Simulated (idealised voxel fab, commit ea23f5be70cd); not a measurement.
You're looking at the process module voxel self aligned contacts.
The figure presents cross-section cut, which has a width of 225 nm and is divided into square cells with an edge length of 5 nm.
In what follows, cross-sections appear as grids of square cells, described through bands that run from the top down, where every band is one or more rows of cells. Basically the band line says how high the top is and how high the bottom is, in nm, and then what's in it from left to right, every material with its width in nm. Empty space shows up as "blank", and if a single material carries "everywhere" it runs the full band edge to edge. Heights are expressed relative to 0, this being the level below which the as-received wafer comprises one material exclusively. The lowest band is unbounded in the downward direction and is denoted as in "0 down". Think of "30 to 40" as a width that walks from the first number to the second as you go down the band, top row to bottom row, taking equal-sized steps from row to row. You'll sometimes find "remained the same" written for a step, and that's the way of saying that nowhere in the cross-section did a cell change during that step. Heads up: "Voids, enclosed" only lists the empty pockets with no open path to the top that are 8 cells or more, and it writes them as width x height at distance, distance from the left edge, in nm. On a step's line, text after the settings is the simulator commenting on that step. "overlay nm", when on a step's line for a step with a mask, measures how far to the right of its planned place the mask lay; a negative measure means to the left.
Here's what the planned process steps look like
| 1 | RECEIVE | material Si |
| 2 | CONFORMAL_DEP | material SiO2 | thk nm 5 |
| 3 | DIRECTIONAL_DEP | material polySi | thk nm 30 |
| 4 | DIRECTIONAL_DEP | material SiN | thk nm 20 |
| 5 | PATTERN | tone cover | mask id GATE | material resist | width nm 25 | pitch nm 60 | thk nm 20 | overlay nm 0 |
| 6 | DIRECTIONAL_ETCH | etch materials SiN | depth nm 20 |
| 7 | DIRECTIONAL_ETCH | etch materials polySi | depth nm 30 |
| 8 | STRIP | etch materials resist |
| 9 | CONFORMAL_DEP | material SiN | thk nm 5 |
| 10 | DIRECTIONAL_ETCH | etch materials SiN | depth nm 5 |
| 11 | FILL_DEP | material SiO2 | thk nm 15 |
| 12 | CMP | height nm 60 |
| 13 | MASKED_ETCH | tone open | mask id CONTACT | width nm 45 | etch materials SiO2 | depth nm 60 | overlay nm 0 |
| 14 | CONFORMAL_DEP | material TiN | thk nm 5 |
| 15 | FILL_DEP | material Ru | thk nm 10 |
| 16 | CMP | height nm 60 |
| 17 | CONFORMAL_DEP | material SiCN | thk nm 5 |
The wafers are alike at the start. At step 2, their thk nm differs. The plan lists the first wafer's value.
First wafer of several, as received: cross-section after step 1
	0 down = Si everywhere
	Voids, enclosed: none
Quick key for the table: a row per wafer, taken at the end of the module. For each material it tells you how many cells the wafer gained (+) or lost (-) since it came in, and the closed voids come after
thk nm 5, +33 Ru, +45 SiCN, +80 SiN, +336 SiO2, +31 TiN, +60 polySi, Voids, enclosed: none
thk nm 10, +33 Ru, +45 SiCN, +80 SiN, +340 SiO2, +27 TiN, +60 polySi, Voids, enclosed: none
thk nm 15, +33 Ru, +45 SiCN, +66 SiN, +354 SiO2, +27 TiN, +60 polySi, Voids, enclosed: none
thk nm 20, +33 Ru, +45 SiCN, +52 SiN, +368 SiO2, +27 TiN, +60 polySi, Voids, enclosed: none
